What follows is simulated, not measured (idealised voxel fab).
voxel wiring stack: a process module
Xsec cut, 290 nm wide, square cell size 5 nm.
Just so we're on the same page, the cross-sections are grids of square cells, and they're listed out in bands top to bottom, each band one or more rows deep.
In this notation a band is specified by the heights of its top and bottom, in that order and in nm, after which its materials appear from left to right, each paired with its width in nm. The word "all across" attached to a single material means that material fills the band from edge to edge; the word "empty" stands for empty space.
Where do heights start? At 0: under that level the wafer as delivered is made of one material only. And the lowest band has no floor; it just carries on downward, as in "from 0 down".
Width "30 to 40": first value at the band's top row of cells, second value at its bottom row, equal change from row to row.
Step note "identical to before" = no cross-section cell changed.
Closed empty spaces (no open way to the top) of 8 cells or more are what "Sealed void listing" lists, each as width x height at distance from the left edge, nm for all three.
Anything after a step's settings on that line? It's the simulator's own note about the step.
On any step carrying a mask, the "overlay nm" setting, if present on the step's line, tells how far right of its planned place the mask lay; negative values point to the left.

Below is the list of planned process steps
| 1 | op RECEIVE | material Si |
| 2 | op CONFORMAL_DEP | material SiO2 | thk nm 15 |
| 3 | op DIRECTIONAL_DEP | material TiN | thk nm 5 |
| 4 | op DIRECTIONAL_DEP | material Ru | thk nm 25 |
| 5 | op DIRECTIONAL_DEP | material aC | thk nm 10 |
| 6 | op PATTERN | tone cover | mask id METAL_1 | material resist | width nm 25 | pitch nm 40 | thk nm 30 | overlay nm 0 |
| 7 | op DIRECTIONAL_ETCH | etch materials aC | depth nm 10 |
| 8 | op STRIP | etch materials resist |
| 9 | op DIRECTIONAL_ETCH | etch materials Ru | depth nm 25 |
| 10 | op DIRECTIONAL_ETCH | etch materials TiN | depth nm 5 |
| 11 | op STRIP | etch materials aC |
| 12 | op FILL_DEP | material lowk | thk nm 10 |
| 13 | op CMP | height nm 45 |
| 14 | op CONFORMAL_DEP | material SiCN | thk nm 5 |
| 15 | op DIRECTIONAL_DEP | material SiO2 | thk nm 20 |
| 16 | op PATTERN | tone open | mask id PLUG_1 | material resist | width nm 15 | pitch nm 40 | thk nm 20 | overlay nm 0 |
| 17 | op DIRECTIONAL_ETCH | etch materials SiO2 | depth nm 20 |
| 18 | op DIRECTIONAL_ETCH | etch materials SiCN | depth nm 5 |
| 19 | op STRIP | etch materials resist |
| 20 | op EPI | material Ru | thk nm 10 |
| 21 | op EPI | material Ru | thk nm 10 |
| 22 | op EPI | material Ru | thk nm 5 |
| 23 | op DIRECTIONAL_DEP | material TiN | thk nm 5 |
| 24 | op DIRECTIONAL_DEP | material Ru | thk nm 20 |
| 25 | op DIRECTIONAL_DEP | material aC | thk nm 15 |
| 26 | op PATTERN | tone cover | mask id METAL_2 | material resist | width nm 25 | pitch nm 40 | thk nm 30 | overlay nm 0 |
| 27 | op DIRECTIONAL_ETCH | etch materials aC | depth nm 15 |
| 28 | op STRIP | etch materials resist |
| 29 | op DIRECTIONAL_ETCH | etch materials Ru | depth nm 20 |
| 30 | op DIRECTIONAL_ETCH | etch materials TiN | depth nm 5 |
| 31 | op STRIP | etch materials aC |
| 32 | op FILL_DEP | material lowk | thk nm 10 |
| 33 | op CMP | height nm 95 |
| 34 | op CONFORMAL_DEP | material SiCN | thk nm 5 |
| 35 | op DIRECTIONAL_DEP | material SiO2 | thk nm 30 |
| 36 | op DIRECTIONAL_DEP | material aC | thk nm 10 |
| 37 | op PATTERN | tone open | mask id METAL_3 | material resist | width nm 25 | pitch nm 40 | thk nm 25 | overlay nm 0 |
| 38 | op DIRECTIONAL_ETCH | etch materials aC | depth nm 10 |
| 39 | op STRIP | etch materials resist |
| 40 | op DIRECTIONAL_ETCH | etch materials SiO2 | depth nm 15 |
| 41 | op STRIP | etch materials aC |
| 42 | op PATTERN | tone open | mask id METAL_3_HOLES | material resist | width nm 15 | thk nm 15 | overlay nm 0 |
| 43 | op DIRECTIONAL_ETCH | etch materials SiO2 | depth nm 15 |
| 44 | op DIRECTIONAL_ETCH | etch materials SiCN | depth nm 5 |
| 45 | op STRIP | etch materials resist |
| 46 | op CONFORMAL_DEP | material TiN | thk nm 5 |
| 47 | op FILL_DEP | material Cu | thk nm 5 |
| 48 | op CMP | height nm 130 |
| 49 | op CONFORMAL_DEP | material SiCN | thk nm 5 |
| 50 | op DIRECTIONAL_DEP | material SiO2 | thk nm 25 |
| 51 | op MASKED_ETCH | tone open | mask id METAL_4_HOLES | width nm 15 | pitch nm 40 | etch materials SiO2 | depth nm 25 | overlay nm 0 |
| 52 | op PATTERN | tone open | mask id METAL_4 | material resist | width nm 25 | pitch nm 40 | thk nm 20 | overlay nm 0 |
| 53 | op DIRECTIONAL_ETCH | etch materials SiO2 | depth nm 15 |
| 54 | op DIRECTIONAL_ETCH | etch materials SiCN | depth nm 5 |
| 55 | op STRIP | etch materials resist |
| 56 | op CONFORMAL_DEP | material TiN | thk nm 5 |
| 57 | op FILL_DEP | material Cu | thk nm 5 |
| 58 | op CMP | height nm 160 |
| 59 | op CONFORMAL_DEP | material SiCN | thk nm 5 |

First of two wafers: run as planned

Cross-section of the wafer upon arrival, representing the state reached after step 1
    from 0 down: Si all across
    Sealed void listing: none

After step 2: wafer cross-section
    from 15 to 0: SiO2 all across
    Nothing below the height 0 has changed.

After step 3: wafer cross-section
    from 20 to 15: TiN all across
    Nothing below the height 15 has changed.

After step 4: wafer cross-section
    from 45 to 20: Ru all across
    Nothing below the height 20 has changed.

After step 5: wafer cross-section
    from 55 to 45: aC all across
    Nothing below the height 45 has changed.

After step 6: wafer cross-section
    from 85 to 55: empty 110  resist 25  empty 15  resist 25  empty 115
    Nothing below the height 55 has changed.

After step 7: wafer cross-section
    from 75 to 55: empty 110  resist 25  empty 15  resist 25  empty 115
    from 55 to 45: empty 110  aC 25  empty 15  aC 25  empty 115
    Nothing below the height 45 has changed.

After step 8: wafer cross-section
    from 55 to 45: empty 110  aC 25  empty 15  aC 25  empty 115
    Nothing below the height 45 has changed.

After step 9: wafer cross-section
    from 55 to 45: empty 110  aC 25  empty 15  aC 25  empty 115
    from 45 to 20: empty 110  Ru 25  empty 15  Ru 25  empty 115
    Nothing below the height 20 has changed.

After step 10: wafer cross-section
    from 55 to 45: empty 110  aC 25  empty 15  aC 25  empty 115
    from 45 to 20: empty 110  Ru 25  empty 15  Ru 25  empty 115
    from 20 to 15: empty 110  TiN 25  empty 15  TiN 25  empty 115
    Nothing below the height 15 has changed.

After step 11: wafer cross-section
    from 45 to 20: empty 110  Ru 25  empty 15  Ru 25  empty 115
    Nothing below the height 20 has changed.

After step 12: wafer cross-section
    from 55 to 45: lowk all across
    from 45 to 20: lowk 110  Ru 25  lowk 15  Ru 25  lowk 115
    from 20 to 15: lowk 110  TiN 25  lowk 15  TiN 25  lowk 115
    Nothing below the height 15 has changed.

After step 13: wafer cross-section
    from 45 to 20: lowk 110  Ru 25  lowk 15  Ru 25  lowk 115
    Nothing below the height 20 has changed.

After step 14: wafer cross-section
    from 50 to 45: SiCN all across
    Nothing below the height 45 has changed.

After step 15: wafer cross-section
    from 70 to 50: SiO2 all across
    Nothing below the height 50 has changed.

After step 16: wafer cross-section
    from 90 to 70: resist 110  empty 15  resist 25  empty 15  resist 125
    Nothing below the height 70 has changed.

After step 17: wafer cross-section
    from 90 to 70: resist 110  empty 15  resist 25  empty 15  resist 125
    from 70 to 50: SiO2 110  empty 15  SiO2 25  empty 15  SiO2 125
    Nothing below the height 50 has changed.

After step 18: wafer cross-section
    from 90 to 70: resist 110  empty 15  resist 25  empty 15  resist 125
    from 70 to 50: SiO2 110  empty 15  SiO2 25  empty 15  SiO2 125
    from 50 to 45: SiCN 110  empty 15  SiCN 25  empty 15  SiCN 125
    Nothing below the height 45 has changed.

After step 19: wafer cross-section
    from 70 to 50: SiO2 110  empty 15  SiO2 25  empty 15  SiO2 125
    Nothing below the height 50 has changed.

After step 20: wafer cross-section
    from 70 to 55: SiO2 110  empty 15  SiO2 25  empty 15  SiO2 125
    from 55 to 50: SiO2 110  Ru 15  SiO2 25  Ru 15  SiO2 125
    from 50 to 45: SiCN 110  Ru 15  SiCN 25  Ru 15  SiCN 125
    Nothing below the height 45 has changed.

After step 21: wafer cross-section
    from 70 to 65: SiO2 110  empty 15  SiO2 25  empty 15  SiO2 125
    from 65 to 50: SiO2 110  Ru 15  SiO2 25  Ru 15  SiO2 125
    Nothing below the height 50 has changed.

After step 22: wafer cross-section
    from 70 to 50: SiO2 110  Ru 15  SiO2 25  Ru 15  SiO2 125
    Nothing below the height 50 has changed.

After step 23: wafer cross-section
    from 75 to 70: TiN all across
    Nothing below the height 70 has changed.

After step 24: wafer cross-section
    from 95 to 75: Ru all across
    Nothing below the height 75 has changed.

After step 25: wafer cross-section
    from 110 to 95: aC all across
    Nothing below the height 95 has changed.

After step 26: wafer cross-section
    from 140 to 110: empty 110  resist 25  empty 15  resist 25  empty 115
    Nothing below the height 110 has changed.

After step 27: wafer cross-section
    from 125 to 110: empty 110  resist 25  empty 15  resist 25  empty 115
    from 110 to 95: empty 110  aC 25  empty 15  aC 25  empty 115
    Nothing below the height 95 has changed.

After step 28: wafer cross-section
    from 110 to 95: empty 110  aC 25  empty 15  aC 25  empty 115
    Nothing below the height 95 has changed.

After step 29: wafer cross-section
    from 110 to 95: empty 110  aC 25  empty 15  aC 25  empty 115
    from 95 to 75: empty 110  Ru 25  empty 15  Ru 25  empty 115
    Nothing below the height 75 has changed.

After step 30: wafer cross-section
    from 110 to 95: empty 110  aC 25  empty 15  aC 25  empty 115
    from 95 to 75: empty 110  Ru 25  empty 15  Ru 25  empty 115
    from 75 to 70: empty 110  TiN 25  empty 15  TiN 25  empty 115
    Nothing below the height 70 has changed.

After step 31: wafer cross-section
    from 95 to 75: empty 110  Ru 25  empty 15  Ru 25  empty 115
    Nothing below the height 75 has changed.

After step 32: wafer cross-section
    from 105 to 95: lowk all across
    from 95 to 75: lowk 110  Ru 25  lowk 15  Ru 25  lowk 115
    from 75 to 70: lowk 110  TiN 25  lowk 15  TiN 25  lowk 115
    Nothing below the height 70 has changed.

After step 33: wafer cross-section
    from 95 to 75: lowk 110  Ru 25  lowk 15  Ru 25  lowk 115
    Nothing below the height 75 has changed.

After step 34: wafer cross-section
    from 100 to 95: SiCN all across
    Nothing below the height 95 has changed.

After step 35: wafer cross-section
    from 130 to 100: SiO2 all across
    Nothing below the height 100 has changed.

After step 36: wafer cross-section
    from 140 to 130: aC all across
    Nothing below the height 130 has changed.

After step 37: wafer cross-section
    from 165 to 140: resist 110  empty 25  resist 15  empty 25  resist 115
    Nothing below the height 140 has changed.

After step 38: wafer cross-section
    from 155 to 140: resist 110  empty 25  resist 15  empty 25  resist 115
    from 140 to 130: aC 110  empty 25  aC 15  empty 25  aC 115
    Nothing below the height 130 has changed.

After step 39: wafer cross-section
    from 140 to 130: aC 110  empty 25  aC 15  empty 25  aC 115
    Nothing below the height 130 has changed.

After step 40: wafer cross-section
    from 140 to 130: aC 110  empty 25  aC 15  empty 25  aC 115
    from 130 to 115: SiO2 110  empty 25  SiO2 15  empty 25  SiO2 115
    Nothing below the height 115 has changed.

After step 41: wafer cross-section
    from 130 to 115: SiO2 110  empty 25  SiO2 15  empty 25  SiO2 115
    Nothing below the height 115 has changed.

After step 42: wafer cross-section
    from 145 to 130: resist 110  empty 15  resist 165
    from 130 to 115: SiO2 110  empty 15  resist 10  SiO2 15  resist 25  SiO2 115
    Nothing below the height 115 has changed.

After step 43: wafer cross-section
    from 145 to 130: resist 110  empty 15  resist 165
    from 130 to 115: SiO2 110  empty 15  resist 10  SiO2 15  resist 25  SiO2 115
    from 115 to 100: SiO2 110  empty 15  SiO2 165
    Nothing below the height 100 has changed.

After step 44: wafer cross-section
    from 145 to 130: resist 110  empty 15  resist 165
    from 130 to 115: SiO2 110  empty 15  resist 10  SiO2 15  resist 25  SiO2 115
    from 115 to 100: SiO2 110  empty 15  SiO2 165
    from 100 to 95: SiCN 110  empty 15  SiCN 165
    Nothing below the height 95 has changed.

After step 45: wafer cross-section
    from 130 to 115: SiO2 110  empty 25  SiO2 15  empty 25  SiO2 115
    Nothing below the height 115 has changed.

After step 46: wafer cross-section
    from 135 to 130: TiN 115  empty 15  TiN 25  empty 15  TiN 120
    from 130 to 120: SiO2 110  TiN 5  empty 15  TiN 5  SiO2 15  TiN 5  empty 15  TiN 5  SiO2 115
    from 120 to 115: SiO2 110  TiN 5  empty 5  TiN 15  SiO2 15  TiN 25  SiO2 115
    from 115 to 100: SiO2 110  TiN 5  empty 5  TiN 5  SiO2 165
    from 100 to 95: SiCN 110  TiN 15  SiCN 165
    Nothing below the height 95 has changed.

After step 47: wafer cross-section
    from 140 to 135: Cu all across
    from 135 to 130: TiN 115  Cu 15  TiN 25  Cu 15  TiN 120
    from 130 to 120: SiO2 110  TiN 5  Cu 15  TiN 5  SiO2 15  TiN 5  Cu 15  TiN 5  SiO2 115
    from 120 to 115: SiO2 110  TiN 5  Cu 5  TiN 15  SiO2 15  TiN 25  SiO2 115
    from 115 to 100: SiO2 110  TiN 5  Cu 5  TiN 5  SiO2 165
    Nothing below the height 100 has changed.

After step 48: wafer cross-section
    from 130 to 120: SiO2 110  TiN 5  Cu 15  TiN 5  SiO2 15  TiN 5  Cu 15  TiN 5  SiO2 115
    Nothing below the height 120 has changed.

After step 49: wafer cross-section
    from 135 to 130: SiCN all across
    Nothing below the height 130 has changed.

After step 50: wafer cross-section
    from 160 to 135: SiO2 all across
    Nothing below the height 135 has changed.

After step 51: wafer cross-section
    from 160 to 135: SiO2 110  empty 15  SiO2 25  empty 15  SiO2 125
    Nothing below the height 135 has changed.

After step 52: wafer cross-section
    from 180 to 160: resist 110  empty 25  resist 15  empty 25  resist 115
    Nothing below the height 160 has changed.

After step 53: wafer cross-section
    from 180 to 160: resist 110  empty 25  resist 15  empty 25  resist 115
    from 160 to 145: SiO2 110  empty 25  SiO2 15  empty 25  SiO2 115
    Nothing below the height 145 has changed.

After step 54: wafer cross-section
    from 180 to 160: resist 110  empty 25  resist 15  empty 25  resist 115
    from 160 to 145: SiO2 110  empty 25  SiO2 15  empty 25  SiO2 115
    from 145 to 135: SiO2 110  empty 15  SiO2 25  empty 15  SiO2 125
    from 135 to 130: SiCN 110  empty 15  SiCN 25  empty 15  SiCN 125
    Nothing below the height 130 has changed.

After step 55: wafer cross-section
    from 160 to 145: SiO2 110  empty 25  SiO2 15  empty 25  SiO2 115
    Nothing below the height 145 has changed.

After step 56: wafer cross-section
    from 165 to 160: TiN 115  empty 15  TiN 25  empty 15  TiN 120
    from 160 to 150: SiO2 110  TiN 5  empty 15  TiN 5  SiO2 15  TiN 5  empty 15  TiN 5  SiO2 115
    from 150 to 145: SiO2 110  TiN 5  empty 5  TiN 15  SiO2 15  TiN 5  empty 5  TiN 15  SiO2 115
    from 145 to 135: SiO2 110  TiN 5  empty 5  TiN 5  SiO2 25  TiN 5  empty 5  TiN 5  SiO2 125
    from 135 to 130: SiCN 110  TiN 15  SiCN 25  TiN 15  SiCN 125
    Nothing below the height 130 has changed.

After step 57: wafer cross-section
    from 170 to 165: Cu all across
    from 165 to 160: TiN 115  Cu 15  TiN 25  Cu 15  TiN 120
    from 160 to 150: SiO2 110  TiN 5  Cu 15  TiN 5  SiO2 15  TiN 5  Cu 15  TiN 5  SiO2 115
    from 150 to 145: SiO2 110  TiN 5  Cu 5  TiN 15  SiO2 15  TiN 5  Cu 5  TiN 15  SiO2 115
    from 145 to 135: SiO2 110  TiN 5  Cu 5  TiN 5  SiO2 25  TiN 5  Cu 5  TiN 5  SiO2 125
    Nothing below the height 135 has changed.

After step 58: wafer cross-section
    from 160 to 150: SiO2 110  TiN 5  Cu 15  TiN 5  SiO2 15  TiN 5  Cu 15  TiN 5  SiO2 115
    Nothing below the height 150 has changed.

After step 59: wafer cross-section
    from 165 to 160: SiCN all across
    Nothing below the height 160 has changed.

Second Wafer (Identical Start and Plan, One Processing Error; Matches First Wafer Through Step 36)

Planned end of step 37: second wafer, cross-section
    from 165 to 140: resist 115  empty 20  resist 20  empty 20  resist 115
    Nothing below the height 140 has changed.

Planned end of step 38: second wafer, cross-section
    from 155 to 140: resist 115  empty 20  resist 20  empty 20  resist 115
    from 140 to 130: aC 115  empty 20  aC 20  empty 20  aC 115
    Nothing below the height 130 has changed.

Planned end of step 39: second wafer, cross-section
    from 140 to 130: aC 115  empty 20  aC 20  empty 20  aC 115
    Nothing below the height 130 has changed.

Planned end of step 40: second wafer, cross-section
    from 140 to 130: aC 115  empty 20  aC 20  empty 20  aC 115
    from 130 to 115: SiO2 115  empty 20  SiO2 20  empty 20  SiO2 115
    Nothing below the height 115 has changed.

Planned end of step 41: second wafer, cross-section
    from 130 to 115: SiO2 115  empty 20  SiO2 20  empty 20  SiO2 115
    Nothing below the height 115 has changed.

Planned end of step 42: second wafer, cross-section
    from 145 to 130: resist 110  empty 15  resist 165
    from 130 to 115: SiO2 115  empty 10  resist 10  SiO2 20  resist 20  SiO2 115
    Nothing below the height 115 has changed.

Planned end of step 43: second wafer, cross-section
    from 145 to 130: resist 110  empty 15  resist 165
    from 130 to 115: SiO2 110  empty 15  resist 10  SiO2 20  resist 20  SiO2 115
    from 115 to 100: SiO2 115  empty 10  SiO2 165
    Nothing below the height 100 has changed.

Planned end of step 44: second wafer, cross-section
    from 145 to 130: resist 110  empty 15  resist 165
    from 130 to 115: SiO2 110  empty 15  resist 10  SiO2 20  resist 20  SiO2 115
    from 115 to 100: SiO2 115  empty 10  SiO2 165
    from 100 to 95: SiCN 115  empty 10  SiCN 165
    Nothing below the height 95 has changed.

Planned end of step 45: second wafer, cross-section
    from 130 to 115: SiO2 110  empty 25  SiO2 20  empty 20  SiO2 115
    Nothing below the height 115 has changed.

Planned end of step 46: second wafer, cross-section
    from 135 to 130: TiN 115  empty 15  TiN 30  empty 10  TiN 120
    from 130 to 120: SiO2 110  TiN 5  empty 15  TiN 5  SiO2 20  TiN 5  empty 10  TiN 5  SiO2 115
    from 120 to 115: SiO2 110  TiN 25  SiO2 20  TiN 20  SiO2 115
    from 115 to 100: SiO2 115  TiN 10  SiO2 165
    from 100 to 95: SiCN 115  TiN 10  SiCN 165
    Nothing below the height 95 has changed.

Planned end of step 47: second wafer, cross-section
    from 140 to 135: Cu all across
    from 135 to 130: TiN 115  Cu 15  TiN 30  Cu 10  TiN 120
    from 130 to 120: SiO2 110  TiN 5  Cu 15  TiN 5  SiO2 20  TiN 5  Cu 10  TiN 5  SiO2 115
    Nothing below the height 120 has changed.

Planned end of step 48: second wafer, cross-section
    from 130 to 120: SiO2 110  TiN 5  Cu 15  TiN 5  SiO2 20  TiN 5  Cu 10  TiN 5  SiO2 115
    Nothing below the height 120 has changed.

Planned end of step 49: second wafer, cross-section
    from 135 to 130: SiCN all across
    Nothing below the height 130 has changed.

Planned end of step 50: second wafer, cross-section
    from 160 to 135: SiO2 all across
    Nothing below the height 135 has changed.

Planned end of step 51: second wafer, cross-section
    from 160 to 135: SiO2 110  empty 15  SiO2 25  empty 15  SiO2 125
    Nothing below the height 135 has changed.

Planned end of step 52: second wafer, cross-section
    from 180 to 160: resist 110  empty 25  resist 15  empty 25  resist 115
    Nothing below the height 160 has changed.

Planned end of step 53: second wafer, cross-section
    from 180 to 160: resist 110  empty 25  resist 15  empty 25  resist 115
    from 160 to 145: SiO2 110  empty 25  SiO2 15  empty 25  SiO2 115
    Nothing below the height 145 has changed.

Planned end of step 54: second wafer, cross-section
    from 180 to 160: resist 110  empty 25  resist 15  empty 25  resist 115
    from 160 to 145: SiO2 110  empty 25  SiO2 15  empty 25  SiO2 115
    from 145 to 135: SiO2 110  empty 15  SiO2 25  empty 15  SiO2 125
    from 135 to 130: SiCN 110  empty 15  SiCN 25  empty 15  SiCN 125
    Nothing below the height 130 has changed.

Planned end of step 55: second wafer, cross-section
    from 160 to 145: SiO2 110  empty 25  SiO2 15  empty 25  SiO2 115
    Nothing below the height 145 has changed.

Planned end of step 56: second wafer, cross-section
    from 165 to 160: TiN 115  empty 15  TiN 25  empty 15  TiN 120
    from 160 to 150: SiO2 110  TiN 5  empty 15  TiN 5  SiO2 15  TiN 5  empty 15  TiN 5  SiO2 115
    from 150 to 145: SiO2 110  TiN 5  empty 5  TiN 15  SiO2 15  TiN 5  empty 5  TiN 15  SiO2 115
    from 145 to 135: SiO2 110  TiN 5  empty 5  TiN 5  SiO2 25  TiN 5  empty 5  TiN 5  SiO2 125
    from 135 to 130: SiCN 110  TiN 15  SiCN 25  TiN 15  SiCN 125
    Nothing below the height 130 has changed.

Planned end of step 57: second wafer, cross-section
    from 170 to 165: Cu all across
    from 165 to 160: TiN 115  Cu 15  TiN 25  Cu 15  TiN 120
    from 160 to 150: SiO2 110  TiN 5  Cu 15  TiN 5  SiO2 15  TiN 5  Cu 15  TiN 5  SiO2 115
    from 150 to 145: SiO2 110  TiN 5  Cu 5  TiN 15  SiO2 15  TiN 5  Cu 5  TiN 15  SiO2 115
    from 145 to 135: SiO2 110  TiN 5  Cu 5  TiN 5  SiO2 25  TiN 5  Cu 5  TiN 5  SiO2 125
    Nothing below the height 135 has changed.

Planned end of step 58: second wafer, cross-section
    from 160 to 150: SiO2 110  TiN 5  Cu 15  TiN 5  SiO2 15  TiN 5  Cu 15  TiN 5  SiO2 115
    Nothing below the height 150 has changed.

Planned end of step 59: second wafer, cross-section
    from 165 to 160: SiCN all across
    Nothing below the height 160 has changed.
Finding, execution versus plan: step 37 went in with a setting other than planned; the actual run was op PATTERN | tone open | mask id METAL_3 | material resist | width nm 20 | pitch nm 40 | thk nm 25 | overlay nm 0
Upon completion, the second wafer contains, in terms of cells, a greater or smaller amount of certain materials than the first wafer: -6 Cu | +1 SiCN | +6 SiO2 | -1 TiN
